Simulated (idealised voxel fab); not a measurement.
process module | voxel capacitor over wiring
Cross-sectional view cut (width: 150 nm; square cell size: 5 nm).
Bands, listed from the top down, are how a cross-section gets written in this document; the cross-section itself is a grid of square cells, and a band is one or more rows of them. Basically the band line says how high the top is and how high the bottom is, in nm, and then what's in it from left to right, every material with its width in nm. Empty space shows up as "air", and if a single material carries "all across" it runs the full band edge to edge. Below 0: as-received wafer, all one material; heights counted from there. Lowest band: no bottom, goes on down, written "0 and below". Width: "30..40" (first number = top row, second number = bottom row, same change from row to row of cells). Reading "no modification" for a step: not a cell of the cross-section changed in it. You'll see "Enclosed void list" listing empty spaces that have no way open to the top, as long as they're 8 cells or more; the notation is width x height at distance, where the distance is from the left edge, and all of it is in nm. It should be noted that, on the line of a given step, the content following the step's settings is a remark produced by the simulator itself with respect to that step. A step's line can hold "overlay nm"; with a mask on that step, the setting says how far right of the planned place the mask lay, while a negative setting says it lay to the left. Pairs ahead. Before: cross-section ahead of one process step. After: cross-section once the step is done, shown to the lowest changed band only. Under each pair: that step, with settings. Caution: pairs may come from different runs of this module on the same starting wafer; a pair follows the pair above only where its "Before-step section" entry says so.
Before-step section:
	85 down to 75 | air 20 nm, then aC 35 nm, then air 95 nm
	75 down to 65 | aC 20 nm, then TiN 35 nm, then aC 95 nm
	65 down to 60 | TiN 20 nm, then Al2O3 35 nm, then TiN 95 nm
	60 down to 55 | TiN all across
	55 down to 50 | Al2O3 20 nm, then Ru 35 nm, then Al2O3 95 nm
	50 down to 45 | TiN 20 nm, then Ru 35 nm, then TiN 95 nm
	45 down to 35 | SiO2 30 nm, then Ru 15 nm, then SiO2 105 nm
	35 down to 30 | SiCN 30 nm, then Ru 15 nm, then SiCN 105 nm
	30 down to 15 | SiO2 10 nm, then SiN 5 nm, then W 30 nm, then SiN 5 nm, then SiO2 50 nm, then SiN 5 nm, then W 30 nm, then SiN 5 nm, then SiO2 10 nm
	15 down to 10 | SiN 15 nm, then TiN 30 nm, then SiN 60 nm, then TiN 30 nm, then SiN 15 nm
	10 down to 0 | SiO2 all across
	0 and below | Si all across
	Enclosed void list: none
Resulting Structure:
	115 down to 85 | air 30 nm, then resist 65 nm, then air 55 nm
	85 down to 75 | air 20 nm, then aC 35 nm, then resist 40 nm, then air 55 nm
	Whatever lies below 75 is exactly as it was before.
	Enclosed void list: none
What sits between those two cross-sections? PATTERN: tone cover, mask id UPPER_PLATE, material resist, width nm 65, thk nm 30, overlay nm 0
Before-step section: it's just the after picture from the pair right above this one.
Resulting Structure:
	105 down to 85 | air 30 nm, then resist 65 nm, then air 55 nm
	85 down to 75 | air 30 nm, then aC 25 nm, then resist 40 nm, then air 55 nm
	75 down to 65 | air 20 nm, then TiN 35 nm, then aC 40 nm, then air 55 nm
	Whatever lies below 65 is exactly as it was before.
	Enclosed void list: none
What sits between those two cross-sections? DIRECTIONAL_ETCH: etch materials aC, depth nm 10
Before-step section: it's just the after picture from the pair right above this one.
Resulting Structure:
	85 down to 75 | air 30 nm, then aC 25 nm, then air 95 nm
	Whatever lies below 75 is exactly as it was before.
	Enclosed void list: none
What sits between those two cross-sections? STRIP: etch materials resist
Before-step section: it's just the after picture from the pair right above this one.
Resulting Structure:
	85 down to 75 | air 30 nm, then aC 25 nm, then air 95 nm
	75 down to 65 | air 30 nm, then TiN 25 nm, then aC 40 nm, then air 55 nm
	65 down to 60 | air 20 nm, then Al2O3 35 nm, then TiN 40 nm, then air 55 nm
	60 down to 55 | air 20 nm, then TiN 75 nm, then air 55 nm
	Whatever lies below 55 is exactly as it was before.
	Enclosed void list: none
What sits between those two cross-sections? DIRECTIONAL_ETCH: etch materials TiN, depth nm 10
Before-step section: it's just the after picture from the pair right above this one.
Resulting Structure:
	85 down to 75 | air 30 nm, then aC 25 nm, then air 95 nm
	75 down to 65 | air 30 nm, then TiN 25 nm, then aC 40 nm, then air 55 nm
	65 down to 60 | air 30 nm, then Al2O3 25 nm, then TiN 40 nm, then air 55 nm
	60 down to 55 | air 20 nm, then TiN 75 nm, then air 55 nm
	55 down to 50 | air 20 nm, then Ru 35 nm, then Al2O3 40 nm, then air 55 nm
	Whatever lies below 50 is exactly as it was before.
	Enclosed void list: none
What sits between those two cross-sections? DIRECTIONAL_ETCH: etch materials Al2O3, depth nm 5
Before-step section: it's just the after picture from the pair right above this one.
Resulting Structure:
	75 down to 65 | air 30 nm, then TiN 25 nm, then air 95 nm
	Whatever lies below 65 is exactly as it was before.
	Enclosed void list: none
What sits between those two cross-sections? STRIP: etch materials aC
Before-step section: it's just the after picture from the pair right above this one.
Resulting Structure:
	85 down to 75 | air 30 nm, then aC 25 nm, then air 95 nm
	75 down to 70 | air 30 nm, then TiN 25 nm, then aC 40 nm, then air 55 nm
	70 down to 65 | air 20 nm, then aC 10 nm, then TiN 25 nm, then aC 40 nm, then air 55 nm
	65 down to 60 | air 20 nm, then aC 10 nm, then Al2O3 25 nm, then TiN 40 nm, then air 55 nm
	60 down to 55 | aC 20 nm, then TiN 75 nm, then aC 55 nm
	55 down to 50 | aC 20 nm, then Ru 35 nm, then Al2O3 40 nm, then aC 55 nm
	Whatever lies below 50 is exactly as it was before.
	Enclosed void list: none
What sits between those two cross-sections? DIRECTIONAL_DEP: material aC, thk nm 10
Before-step section: it's just the after picture from the pair right above this one.
Resulting Structure:
	115 down to 85 | air 25 nm, then resist 75 nm, then air 50 nm
	85 down to 75 | air 25 nm, then resist 5 nm, then aC 25 nm, then resist 45 nm, then air 50 nm
	75 down to 70 | air 25 nm, then resist 5 nm, then TiN 25 nm, then aC 40 nm, then resist 5 nm, then air 50 nm
	70 down to 65 | air 20 nm, then aC 10 nm, then TiN 25 nm, then aC 40 nm, then resist 5 nm, then air 50 nm
	65 down to 60 | air 20 nm, then aC 10 nm, then Al2O3 25 nm, then TiN 40 nm, then resist 5 nm, then air 50 nm
	Whatever lies below 60 is exactly as it was before.
	Enclosed void list: none
What sits between those two cross-sections? PATTERN: tone cover, mask id LOWER_PLATE, material resist, width nm 75, thk nm 30, overlay nm 0
Before-step section: it's just the after picture from the pair right above this one.
Resulting Structure:
	105 down to 85 | air 25 nm, then resist 75 nm, then air 50 nm
	85 down to 75 | air 25 nm, then resist 5 nm, then aC 25 nm, then resist 45 nm, then air 50 nm
	75 down to 70 | air 25 nm, then resist 5 nm, then TiN 25 nm, then aC 40 nm, then resist 5 nm, then air 50 nm
	70 down to 65 | air 25 nm, then aC 5 nm, then TiN 25 nm, then aC 40 nm, then resist 5 nm, then air 50 nm
	65 down to 60 | air 25 nm, then aC 5 nm, then Al2O3 25 nm, then TiN 40 nm, then resist 5 nm, then air 50 nm
	60 down to 55 | air 20 nm, then TiN 75 nm, then aC 5 nm, then air 50 nm
	55 down to 50 | air 20 nm, then Ru 35 nm, then Al2O3 40 nm, then aC 5 nm, then air 50 nm
	Whatever lies below 50 is exactly as it was before.
	Enclosed void list: none
What sits between those two cross-sections? DIRECTIONAL_ETCH: etch materials aC, depth nm 10
Before-step section: it's just the after picture from the pair right above this one.
Resulting Structure:
	85 down to 75 | air 30 nm, then aC 25 nm, then air 95 nm
	75 down to 70 | air 30 nm, then TiN 25 nm, then aC 40 nm, then air 55 nm
	70 down to 65 | air 25 nm, then aC 5 nm, then TiN 25 nm, then aC 40 nm, then air 55 nm
	65 down to 60 | air 25 nm, then aC 5 nm, then Al2O3 25 nm, then TiN 40 nm, then air 55 nm
	Whatever lies below 60 is exactly as it was before.
	Enclosed void list: none
What sits between those two cross-sections? STRIP: etch materials resist
Before-step section: it's just the after picture from the pair right above this one.
Resulting Structure:
	85 down to 75 | air 30 nm, then aC 25 nm, then air 95 nm
	75 down to 70 | air 30 nm, then TiN 25 nm, then aC 40 nm, then air 55 nm
	70 down to 65 | air 25 nm, then aC 5 nm, then TiN 25 nm, then aC 40 nm, then air 55 nm
	65 down to 60 | air 25 nm, then aC 5 nm, then Al2O3 25 nm, then TiN 40 nm, then air 55 nm
	60 down to 55 | air 25 nm, then TiN 70 nm, then aC 5 nm, then air 50 nm
	55 down to 50 | air 20 nm, then Ru 35 nm, then Al2O3 40 nm, then aC 5 nm, then air 50 nm
	50 down to 45 | air 20 nm, then Ru 35 nm, then TiN 45 nm, then air 50 nm
	Whatever lies below 45 is exactly as it was before.
	Enclosed void list: none
What sits between those two cross-sections? DIRECTIONAL_ETCH: etch materials TiN, depth nm 5
Before-step section: it's just the after picture from the pair right above this one.
Resulting Structure:
	75 down to 65 | air 30 nm, then TiN 25 nm, then air 95 nm
	65 down to 60 | air 30 nm, then Al2O3 25 nm, then TiN 40 nm, then air 55 nm
	60 down to 55 | air 25 nm, then TiN 70 nm, then air 55 nm
	55 down to 50 | air 20 nm, then Ru 35 nm, then Al2O3 40 nm, then air 55 nm
	Whatever lies below 50 is exactly as it was before.
	Enclosed void list: none
What sits between those two cross-sections? STRIP: etch materials aC
Before-step section: it's just the after picture from the pair right above this one.
Resulting Structure:
	95 down to 75 | SiO2 all across
	75 down to 65 | SiO2 30 nm, then TiN 25 nm, then SiO2 95 nm
	65 down to 60 | SiO2 30 nm, then Al2O3 25 nm, then TiN 40 nm, then SiO2 55 nm
	60 down to 55 | SiO2 25 nm, then TiN 70 nm, then SiO2 55 nm
	55 down to 50 | SiO2 20 nm, then Ru 35 nm, then Al2O3 40 nm, then SiO2 55 nm
	50 down to 45 | SiO2 20 nm, then Ru 35 nm, then TiN 45 nm, then SiO2 50 nm
	Whatever lies below 45 is exactly as it was before.
	Enclosed void list: none
What sits between those two cross-sections? FILL_DEP: material SiO2, thk nm 20
Before-step section: it's just the after picture from the pair right above this one.
Resulting Structure:
	80 down to 75 | SiO2 all across
	Whatever lies below 75 is exactly as it was before.
	Enclosed void list: none
What sits between those two cross-sections? CMP: height nm 80
Before-step section: it's just the after picture from the pair right above this one.
Resulting Structure:
	80 down to 75 | SiO2 40 nm, then air 15 nm, then SiO2 95 nm
	Whatever lies below 75 is exactly as it was before.
	Enclosed void list: none
What sits between those two cross-sections? MASKED_ETCH: tone open, mask id PLUG_2, width nm 15, etch materials SiO2, depth nm 15, overlay nm 0
Before-step section: it's just the after picture from the pair right above this one.
Resulting Structure:
	85 down to 80 | TiN 45 nm, then air 5 nm, then TiN 100 nm
	80 down to 75 | SiO2 40 nm, then TiN 15 nm, then SiO2 95 nm
	Whatever lies below 75 is exactly as it was before.
	Enclosed void list: none
What sits between those two cross-sections? CONFORMAL_DEP: material TiN, thk nm 5
Before-step section: it's just the after picture from the pair right above this one.
Resulting Structure:
	90 down to 85 | W all across
	85 down to 80 | TiN 45 nm, then W 5 nm, then TiN 100 nm
	Whatever lies below 80 is exactly as it was before.
	Enclosed void list: none
What sits between those two cross-sections? FILL_DEP: material W, thk nm 5
Before-step section: it's just the after picture from the pair right above this one.
Resulting Structure:
	80 down to 75 | SiO2 40 nm, then TiN 15 nm, then SiO2 95 nm
	Whatever lies below 75 is exactly as it was before.
	Enclosed void list: none
What sits between those two cross-sections? CMP: height nm 80
Before-step section: it's just the after picture from the pair right above this one.
Resulting Structure:
	85 down to 80 | SiN all across
	Whatever lies below 80 is exactly as it was before.
	Enclosed void list: none
What sits between those two cross-sections? CONFORMAL_DEP: material SiN, thk nm 5
Before-step section:
	45 down to 40 | SiO2 30 nm, then air 15 nm, then SiO2 105 nm
	40 down to 35 | SiO2 30 nm, then Ru 15 nm, then SiO2 105 nm
	35 down to 30 | SiCN 30 nm, then Ru 15 nm, then SiCN 105 nm
	30 down to 15 | SiO2 10 nm, then SiN 5 nm, then W 30 nm, then SiN 5 nm, then SiO2 50 nm, then SiN 5 nm, then W 30 nm, then SiN 5 nm, then SiO2 10 nm
	15 down to 10 | SiN 15 nm, then TiN 30 nm, then SiN 60 nm, then TiN 30 nm, then SiN 15 nm
	10 down to 0 | SiO2 all across
	0 and below | Si all across
	Enclosed void list: none
Resulting Structure:
	50 down to 45 | TiN 30 nm, then air 15 nm, then TiN 105 nm
	45 down to 40 | SiO2 30 nm, then TiN 15 nm, then SiO2 105 nm
	Whatever lies below 40 is exactly as it was before.
	Enclosed void list: none
What sits between those two cross-sections? DIRECTIONAL_DEP: material TiN, thk nm 5
Before-step section: it's just the after picture from the pair right above this one.
Resulting Structure:
	55 down to 50 | Ru 35 nm, then air 5 nm, then Ru 110 nm
	50 down to 45 | TiN 30 nm, then Ru 15 nm, then TiN 105 nm
	Whatever lies below 45 is exactly as it was before.
	Enclosed void list: none
What sits between those two cross-sections? EPI: material Ru, thk nm 5
Before-step section: it's just the after picture from the pair right above this one.
Resulting Structure:
	60 down to 55 | Al2O3 35 nm, then air 5 nm, then Al2O3 110 nm
	55 down to 50 | Ru 35 nm, then Al2O3 5 nm, then Ru 110 nm
	Whatever lies below 50 is exactly as it was before.
	Enclosed void list: none
What sits between those two cross-sections? DIRECTIONAL_DEP: material Al2O3, thk nm 5
Before-step section: it's just the after picture from the pair right above this one.
Resulting Structure:
	70 down to 65 | TiN 35 nm, then air 5 nm, then TiN 110 nm
	65 down to 60 | TiN all across
	60 down to 55 | Al2O3 35 nm, then TiN 5 nm, then Al2O3 110 nm
	Whatever lies below 55 is exactly as it was before.
	Enclosed void list: none
What sits between those two cross-sections? DIRECTIONAL_DEP: material TiN, thk nm 10
Before-step section: it's just the after picture from the pair right above this one.
Resulting Structure:
	80 down to 75 | aC 35 nm, then air 5 nm, then aC 110 nm
	75 down to 70 | aC all across
	70 down to 65 | TiN 35 nm, then aC 5 nm, then TiN 110 nm
	Whatever lies below 65 is exactly as it was before.
	Enclosed void list: none
What sits between those two cross-sections? DIRECTIONAL_DEP: material aC, thk nm 10
Before-step section: it's just the after picture from the pair right above this one.
Resulting Structure:
	110 down to 80 | air 30 nm, then resist 65 nm, then air 55 nm
	80 down to 75 | aC 35 nm, then resist 5 nm, then aC 110 nm
	Whatever lies below 75 is exactly as it was before.
	Enclosed void list: none
What sits between those two cross-sections? PATTERN: tone cover, mask id UPPER_PLATE, material resist, width nm 65, thk nm 30, overlay nm 0
Before-step section: it's just the after picture from the pair right above this one.
Resulting Structure:
	100 down to 80 | air 30 nm, then resist 65 nm, then air 55 nm
	80 down to 75 | air 30 nm, then aC 5 nm, then resist 5 nm, then aC 55 nm, then air 55 nm
	75 down to 70 | air 30 nm, then aC 65 nm, then air 55 nm
	Whatever lies below 70 is exactly as it was before.
	Enclosed void list: none
What sits between those two cross-sections? DIRECTIONAL_ETCH: etch materials aC, depth nm 10
Before-step section: it's just the after picture from the pair right above this one.
Resulting Structure:
	80 down to 75 | air 30 nm, then aC 5 nm, then air 5 nm, then aC 55 nm, then air 55 nm
	Whatever lies below 75 is exactly as it was before.
	Enclosed void list: none
What sits between those two cross-sections? STRIP: etch materials resist
Before-step section: it's just the after picture from the pair right above this one.
Resulting Structure:
	80 down to 75 | air 30 nm, then aC 5 nm, then air 5 nm, then aC 55 nm, then air 55 nm
	75 down to 70 | air 30 nm, then aC 65 nm, then air 55 nm
	70 down to 65 | air 30 nm, then TiN 5 nm, then aC 5 nm, then TiN 55 nm, then air 55 nm
	65 down to 60 | air 30 nm, then TiN 65 nm, then air 55 nm
	Whatever lies below 60 is exactly as it was before.
	Enclosed void list: none
What sits between those two cross-sections? DIRECTIONAL_ETCH: etch materials TiN, depth nm 10
Before-step section: it's just the after picture from the pair right above this one.
Resulting Structure:
	80 down to 75 | air 30 nm, then aC 5 nm, then air 5 nm, then aC 55 nm, then air 55 nm
	75 down to 70 | air 30 nm, then aC 65 nm, then air 55 nm
	70 down to 65 | air 30 nm, then TiN 5 nm, then aC 5 nm, then TiN 55 nm, then air 55 nm
	65 down to 60 | air 30 nm, then TiN 65 nm, then air 55 nm
	60 down to 55 | air 30 nm, then Al2O3 5 nm, then TiN 5 nm, then Al2O3 55 nm, then air 55 nm
	Whatever lies below 55 is exactly as it was before.
	Enclosed void list: none
What sits between those two cross-sections? DIRECTIONAL_ETCH: etch materials Al2O3, depth nm 5
Before-step section: it's just the after picture from the pair right above this one.
Resulting Structure:
	70 down to 65 | air 30 nm, then TiN 5 nm, then air 5 nm, then TiN 55 nm, then air 55 nm
	Whatever lies below 65 is exactly as it was before.
	Enclosed void list: none
What sits between those two cross-sections? STRIP: etch materials aC
Before-step section: it's just the after picture from the pair right above this one.
Resulting Structure:
	80 down to 75 | air 30 nm, then aC 5 nm, then air 5 nm, then aC 55 nm, then air 55 nm
	75 down to 70 | air 30 nm, then aC 65 nm, then air 55 nm
	70 down to 65 | air 30 nm, then TiN 5 nm, then aC 5 nm, then TiN 55 nm, then air 55 nm
	65 down to 60 | aC 30 nm, then TiN 65 nm, then aC 55 nm
	60 down to 55 | aC 30 nm, then Al2O3 5 nm, then TiN 5 nm, then Al2O3 55 nm, then aC 55 nm
	Whatever lies below 55 is exactly as it was before.
	Enclosed void list: none
What sits between those two cross-sections? DIRECTIONAL_DEP: material aC, thk nm 10
Before-step section: it's just the after picture from the pair right above this one.
Resulting Structure:
	110 down to 80 | air 25 nm, then resist 75 nm, then air 50 nm
	80 down to 75 | air 25 nm, then resist 5 nm, then aC 5 nm, then resist 5 nm, then aC 55 nm, then resist 5 nm, then air 50 nm
	75 down to 70 | air 25 nm, then resist 5 nm, then aC 65 nm, then resist 5 nm, then air 50 nm
	70 down to 65 | air 25 nm, then resist 5 nm, then TiN 5 nm, then aC 5 nm, then TiN 55 nm, then resist 5 nm, then air 50 nm
	Whatever lies below 65 is exactly as it was before.
	Enclosed void list: none
What sits between those two cross-sections? PATTERN: tone cover, mask id LOWER_PLATE, material resist, width nm 75, thk nm 30, overlay nm 0
Before-step section: it's just the after picture from the pair right above this one.
Resulting Structure:
	100 down to 80 | air 25 nm, then resist 75 nm, then air 50 nm
	80 down to 75 | air 25 nm, then resist 5 nm, then aC 5 nm, then resist 5 nm, then aC 55 nm, then resist 5 nm, then air 50 nm
	75 down to 70 | air 25 nm, then resist 5 nm, then aC 65 nm, then resist 5 nm, then air 50 nm
	70 down to 65 | air 25 nm, then resist 5 nm, then TiN 5 nm, then aC 5 nm, then TiN 55 nm, then resist 5 nm, then air 50 nm
	65 down to 60 | air 25 nm, then aC 5 nm, then TiN 65 nm, then aC 5 nm, then air 50 nm
	60 down to 55 | air 25 nm, then aC 5 nm, then Al2O3 5 nm, then TiN 5 nm, then Al2O3 55 nm, then aC 5 nm, then air 50 nm
	Whatever lies below 55 is exactly as it was before.
	Enclosed void list: none
What sits between those two cross-sections? DIRECTIONAL_ETCH: etch materials aC, depth nm 10
Before-step section: it's just the after picture from the pair right above this one.
Resulting Structure:
	80 down to 75 | air 30 nm, then aC 5 nm, then air 5 nm, then aC 55 nm, then air 55 nm
	75 down to 70 | air 30 nm, then aC 65 nm, then air 55 nm
	70 down to 65 | air 30 nm, then TiN 5 nm, then aC 5 nm, then TiN 55 nm, then air 55 nm
	Whatever lies below 65 is exactly as it was before.
	Enclosed void list: none
What sits between those two cross-sections? STRIP: etch materials resist
Before-step section: it's just the after picture from the pair right above this one.
Resulting Structure:
	70 down to 65 | air 30 nm, then TiN 5 nm, then air 5 nm, then TiN 55 nm, then air 55 nm
	65 down to 60 | air 30 nm, then TiN 65 nm, then air 55 nm
	60 down to 55 | air 30 nm, then Al2O3 5 nm, then TiN 5 nm, then Al2O3 55 nm, then air 55 nm
	Whatever lies below 55 is exactly as it was before.
	Enclosed void list: none
What sits between those two cross-sections? STRIP: etch materials aC
Before-step section: it's just the after picture from the pair right above this one.
Resulting Structure:
	90 down to 70 | SiO2 all across
	70 down to 65 | SiO2 30 nm, then TiN 5 nm, then SiO2 5 nm, then TiN 55 nm, then SiO2 55 nm
	65 down to 60 | SiO2 30 nm, then TiN 65 nm, then SiO2 55 nm
	60 down to 55 | SiO2 30 nm, then Al2O3 5 nm, then TiN 5 nm, then Al2O3 55 nm, then SiO2 55 nm
	Whatever lies below 55 is exactly as it was before.
	Enclosed void list: none
What sits between those two cross-sections? FILL_DEP: material SiO2, thk nm 20
Before-step section: it's just the after picture from the pair right above this one.
Resulting Structure:
	80 down to 70 | SiO2 all across
	Whatever lies below 70 is exactly as it was before.
	Enclosed void list: none
What sits between those two cross-sections? CMP: height nm 80
Before-step section: it's just the after picture from the pair right above this one.
Resulting Structure:
	80 down to 70 | SiO2 40 nm, then air 15 nm, then SiO2 95 nm
	Whatever lies below 70 is exactly as it was before.
	Enclosed void list: none
What sits between those two cross-sections? MASKED_ETCH: tone open, mask id PLUG_2, width nm 15, etch materials SiO2, depth nm 15, overlay nm 0
Before-step section: it's just the after picture from the pair right above this one.
Resulting Structure:
	85 down to 80 | TiN 45 nm, then air 5 nm, then TiN 100 nm
	80 down to 75 | SiO2 40 nm, then TiN 5 nm, then air 5 nm, then TiN 5 nm, then SiO2 95 nm
	75 down to 70 | SiO2 40 nm, then TiN 15 nm, then SiO2 95 nm
	Whatever lies below 70 is exactly as it was before.
	Enclosed void list: none
What sits between those two cross-sections? CONFORMAL_DEP: material TiN, thk nm 5
Before-step section: it's just the after picture from the pair right above this one.
Resulting Structure:
	90 down to 85 | W all across
	85 down to 80 | TiN 45 nm, then W 5 nm, then TiN 100 nm
	80 down to 75 | SiO2 40 nm, then TiN 5 nm, then W 5 nm, then TiN 5 nm, then SiO2 95 nm
	Whatever lies below 75 is exactly as it was before.
	Enclosed void list: none
What sits between those two cross-sections? FILL_DEP: material W, thk nm 5
Before-step section: it's just the after picture from the pair right above this one.
Resulting Structure:
	80 down to 75 | SiO2 40 nm, then TiN 5 nm, then W 5 nm, then TiN 5 nm, then SiO2 95 nm
	Whatever lies below 75 is exactly as it was before.
	Enclosed void list: none
What sits between those two cross-sections? CMP: height nm 80
Before-step section: it's just the after picture from the pair right above this one.
Resulting Structure:
	85 down to 80 | SiN all across
	Whatever lies below 80 is exactly as it was before.
	Enclosed void list: none
What sits between those two cross-sections? CONFORMAL_DEP: material SiN, thk nm 5
Before-step section:
	50 down to 45 | TiN all across
	45 down to 35 | SiO2 30 nm, then Ru 15 nm, then SiO2 105 nm
	35 down to 30 | SiCN 30 nm, then Ru 15 nm, then SiCN 105 nm
	30 down to 15 | SiO2 10 nm, then SiN 5 nm, then W 30 nm, then SiN 5 nm, then SiO2 50 nm, then SiN 5 nm, then W 30 nm, then SiN 5 nm, then SiO2 10 nm
	15 down to 10 | SiN 15 nm, then TiN 30 nm, then SiN 60 nm, then TiN 30 nm, then SiN 15 nm
	10 down to 0 | SiO2 all across
	0 and below | Si all across
	Enclosed void list: none
Resulting Structure:
	65 down to 50 | Al2O3 all across
	Whatever lies below 50 is exactly as it was before.
	Enclosed void list: none
What sits between those two cross-sections? DIRECTIONAL_DEP: material Al2O3, thk nm 15
Before-step section: it's just the after picture from the pair right above this one.
Resulting Structure:
	75 down to 65 | TiN all across
	Whatever lies below 65 is exactly as it was before.
	Enclosed void list: none
What sits between those two cross-sections? DIRECTIONAL_DEP: material TiN, thk nm 10
Before-step section: it's just the after picture from the pair right above this one.
Resulting Structure:
	85 down to 75 | aC all across
	Whatever lies below 75 is exactly as it was before.
	Enclosed void list: none
What sits between those two cross-sections? DIRECTIONAL_DEP: material aC, thk nm 10
Before-step section: it's just the after picture from the pair right above this one.
Resulting Structure:
	115 down to 85 | air 30 nm, then resist 65 nm, then air 55 nm
	Whatever lies below 85 is exactly as it was before.
	Enclosed void list: none
What sits between those two cross-sections? PATTERN: tone cover, mask id UPPER_PLATE, material resist, width nm 65, thk nm 30, overlay nm 0
Before-step section: it's just the after picture from the pair right above this one.
Resulting Structure:
	105 down to 85 | air 30 nm, then resist 65 nm, then air 55 nm
	85 down to 75 | air 30 nm, then aC 65 nm, then air 55 nm
	Whatever lies below 75 is exactly as it was before.
	Enclosed void list: none
What sits between those two cross-sections? DIRECTIONAL_ETCH: etch materials aC, depth nm 10
Before-step section: it's just the after picture from the pair right above this one.
Resulting Structure:
	85 down to 75 | air 30 nm, then aC 65 nm, then air 55 nm
	Whatever lies below 75 is exactly as it was before.
	Enclosed void list: none
What sits between those two cross-sections? STRIP: etch materials resist
Before-step section: it's just the after picture from the pair right above this one.
Resulting Structure:
	85 down to 75 | air 30 nm, then aC 65 nm, then air 55 nm
	75 down to 65 | air 30 nm, then TiN 65 nm, then air 55 nm
	Whatever lies below 65 is exactly as it was before.
	Enclosed void list: none
What sits between those two cross-sections? DIRECTIONAL_ETCH: etch materials TiN, depth nm 10
Before-step section: it's just the after picture from the pair right above this one.
Resulting Structure:
	85 down to 75 | air 30 nm, then aC 65 nm, then air 55 nm
	75 down to 65 | air 30 nm, then TiN 65 nm, then air 55 nm
	65 down to 60 | air 30 nm, then Al2O3 65 nm, then air 55 nm
	Whatever lies below 60 is exactly as it was before.
	Enclosed void list: none
What sits between those two cross-sections? DIRECTIONAL_ETCH: etch materials Al2O3, depth nm 5
Before-step section: it's just the after picture from the pair right above this one.
Resulting Structure:
	75 down to 65 | air 30 nm, then TiN 65 nm, then air 55 nm
	Whatever lies below 65 is exactly as it was before.
	Enclosed void list: none
What sits between those two cross-sections? STRIP: etch materials aC
Before-step section: it's just the after picture from the pair right above this one.
Resulting Structure:
	85 down to 75 | air 30 nm, then aC 65 nm, then air 55 nm
	75 down to 70 | air 30 nm, then TiN 65 nm, then air 55 nm
	70 down to 65 | aC 30 nm, then TiN 65 nm, then aC 55 nm
	65 down to 60 | aC 30 nm, then Al2O3 65 nm, then aC 55 nm
	Whatever lies below 60 is exactly as it was before.
	Enclosed void list: none
What sits between those two cross-sections? DIRECTIONAL_DEP: material aC, thk nm 10
Before-step section: it's just the after picture from the pair right above this one.
Resulting Structure:
	115 down to 85 | air 25 nm, then resist 75 nm, then air 50 nm
	85 down to 75 | air 25 nm, then resist 5 nm, then aC 65 nm, then resist 5 nm, then air 50 nm
	75 down to 70 | air 25 nm, then resist 5 nm, then TiN 65 nm, then resist 5 nm, then air 50 nm
	Whatever lies below 70 is exactly as it was before.
	Enclosed void list: none
What sits between those two cross-sections? PATTERN: tone cover, mask id LOWER_PLATE, material resist, width nm 75, thk nm 30, overlay nm 0
Before-step section: it's just the after picture from the pair right above this one.
Resulting Structure:
	105 down to 85 | air 25 nm, then resist 75 nm, then air 50 nm
	85 down to 75 | air 25 nm, then resist 5 nm, then aC 65 nm, then resist 5 nm, then air 50 nm
	75 down to 70 | air 25 nm, then resist 5 nm, then TiN 65 nm, then resist 5 nm, then air 50 nm
	70 down to 65 | air 25 nm, then aC 5 nm, then TiN 65 nm, then aC 5 nm, then air 50 nm
	65 down to 60 | air 25 nm, then aC 5 nm, then Al2O3 65 nm, then aC 5 nm, then air 50 nm
	Whatever lies below 60 is exactly as it was before.
	Enclosed void list: none
What sits between those two cross-sections? DIRECTIONAL_ETCH: etch materials aC, depth nm 10
Before-step section: it's just the after picture from the pair right above this one.
Resulting Structure:
	85 down to 75 | air 30 nm, then aC 65 nm, then air 55 nm
	75 down to 70 | air 30 nm, then TiN 65 nm, then air 55 nm
	Whatever lies below 70 is exactly as it was before.
	Enclosed void list: none
What sits between those two cross-sections? STRIP: etch materials resist
Before-step section: it's just the after picture from the pair right above this one.
Resulting Structure:
	75 down to 65 | air 30 nm, then TiN 65 nm, then air 55 nm
	65 down to 60 | air 30 nm, then Al2O3 65 nm, then air 55 nm
	Whatever lies below 60 is exactly as it was before.
	Enclosed void list: none
What sits between those two cross-sections? STRIP: etch materials aC
Before-step section: it's just the after picture from the pair right above this one.
Resulting Structure:
	95 down to 75 | SiO2 all across
	75 down to 65 | SiO2 30 nm, then TiN 65 nm, then SiO2 55 nm
	65 down to 60 | SiO2 30 nm, then Al2O3 65 nm, then SiO2 55 nm
	Whatever lies below 60 is exactly as it was before.
	Enclosed void list: none
What sits between those two cross-sections? FILL_DEP: material SiO2, thk nm 20
Before-step section: it's just the after picture from the pair right above this one.
Resulting Structure:
	80 down to 75 | SiO2 all across
	Whatever lies below 75 is exactly as it was before.
	Enclosed void list: none
What sits between those two cross-sections? CMP: height nm 80
Before-step section: it's just the after picture from the pair right above this one.
Resulting Structure:
	80 down to 75 | SiO2 40 nm, then air 15 nm, then SiO2 95 nm
	Whatever lies below 75 is exactly as it was before.
	Enclosed void list: none
What sits between those two cross-sections? MASKED_ETCH: tone open, mask id PLUG_2, width nm 15, etch materials SiO2, depth nm 15, overlay nm 0
Before-step section: it's just the after picture from the pair right above this one.
Resulting Structure:
	85 down to 80 | TiN 45 nm, then air 5 nm, then TiN 100 nm
	80 down to 75 | SiO2 40 nm, then TiN 15 nm, then SiO2 95 nm
	Whatever lies below 75 is exactly as it was before.
	Enclosed void list: none
What sits between those two cross-sections? CONFORMAL_DEP: material TiN, thk nm 5
Before-step section: it's just the after picture from the pair right above this one.
Resulting Structure:
	90 down to 85 | W all across
	85 down to 80 | TiN 45 nm, then W 5 nm, then TiN 100 nm
	Whatever lies below 80 is exactly as it was before.
	Enclosed void list: none
What sits between those two cross-sections? FILL_DEP: material W, thk nm 5
Before-step section: it's just the after picture from the pair right above this one.
Resulting Structure:
	80 down to 75 | SiO2 40 nm, then TiN 15 nm, then SiO2 95 nm
	Whatever lies below 75 is exactly as it was before.
	Enclosed void list: none
What sits between those two cross-sections? CMP: height nm 80
Before-step section: it's just the after picture from the pair right above this one.
Resulting Structure:
	85 down to 80 | SiN all across
	Whatever lies below 80 is exactly as it was before.
	Enclosed void list: none
What sits between those two cross-sections? CONFORMAL_DEP: material SiN, thk nm 5
Before-step section:
	75 down to 65 | aC all across
	65 down to 55 | TiN all across
	55 down to 50 | Al2O3 all across
	50 down to 45 | TiN all across
	45 down to 35 | SiO2 30 nm, then Ru 15 nm, then SiO2 105 nm
	35 down to 30 | SiCN 30 nm, then Ru 15 nm, then SiCN 105 nm
	30 down to 15 | SiO2 10 nm, then SiN 5 nm, then W 30 nm, then SiN 5 nm, then SiO2 50 nm, then SiN 5 nm, then W 30 nm, then SiN 5 nm, then SiO2 10 nm
	15 down to 10 | SiN 15 nm, then TiN 30 nm, then SiN 60 nm, then TiN 30 nm, then SiN 15 nm
	10 down to 0 | SiO2 all across
	0 and below | Si all across
	Enclosed void list: none
Resulting Structure:
	105 down to 75 | air 35 nm, then resist 60 nm, then air 55 nm
	Whatever lies below 75 is exactly as it was before.
	Enclosed void list: none
What sits between those two cross-sections? PATTERN: tone cover, mask id UPPER_PLATE, material resist, width nm 60, thk nm 30, overlay nm 0
